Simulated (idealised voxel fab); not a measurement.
The process module presented herein is designated voxel lift off.
Square cells of 5 nm make up the cross-section cut, whose width is 260 nm.
Notation: cross-section as square-cell grid; stated in bands, top first, going down; one or more cell rows per band. Quick guide to a band line: top height, bottom height (nm) up front; then every material left to right with its width in nm. Only one material and it's marked "full width"? Then it fills the band edge to edge. And "blank" just means empty space. For the purposes of this specification, 0 denotes the height below which the wafer in its as-received condition is composed wholly of one material, and the lowermost band, lacking a lower limit, extends downward without end, as expressed in "0 and below". Width: "30->40" (first number = top row, second number = bottom row, same change from row to row of cells). A step reported as "left unchanged" is a step in which no cell of the cross-section changed. In "Enclosed empty spaces" the enclosed voids are listed, meaning empty spaces of 8 cells or larger without any opening to the top. The form is width x height at distance, distance from the left edge, units nm. after a step's settings: what the simulator itself notes on the step. overlay nm: right-of-plan distance of the mask on a masked step; negative values mean left-of-plan.
Here's what the planned process steps look like
- 1: RECEIVE | material Si
- 2: CONFORMAL_DEP | material SiO2 | thk nm 15
- 3: PATTERN | tone open | mask id LINES | material resist | width nm 15 | pitch nm 45 | thk nm 30 | overlay nm 0
- 4: DIRECTIONAL_DEP | material Ru | thk nm 15
- 5: STRIP | etch materials resist
- 6: CONFORMAL_DEP | material SiN | thk nm 5
Same starting wafers, different width nm at step 3. Plan value belongs to the first wafer.
The as-received cross-section of the first of several wafers corresponds to the state after step 1
    0 and below = Si full width
    Enclosed empty spaces: none
Here is how to read the rows: every wafer has a row, and it shows the wafer at the end of the module, giving for each material how many cells were gained (+) or lost (-) since the wafer was received, then listing its closed voids
width nm 15, +18 Ru, +64 SiN, +156 SiO2, Enclosed empty spaces: none
width nm 20, +24 Ru, +64 SiN, +156 SiO2, Enclosed empty spaces: none
width nm 25, +30 Ru, +64 SiN, +156 SiO2, Enclosed empty spaces: none
width nm 30, +36 Ru, +64 SiN, +156 SiO2, Enclosed empty spaces: none
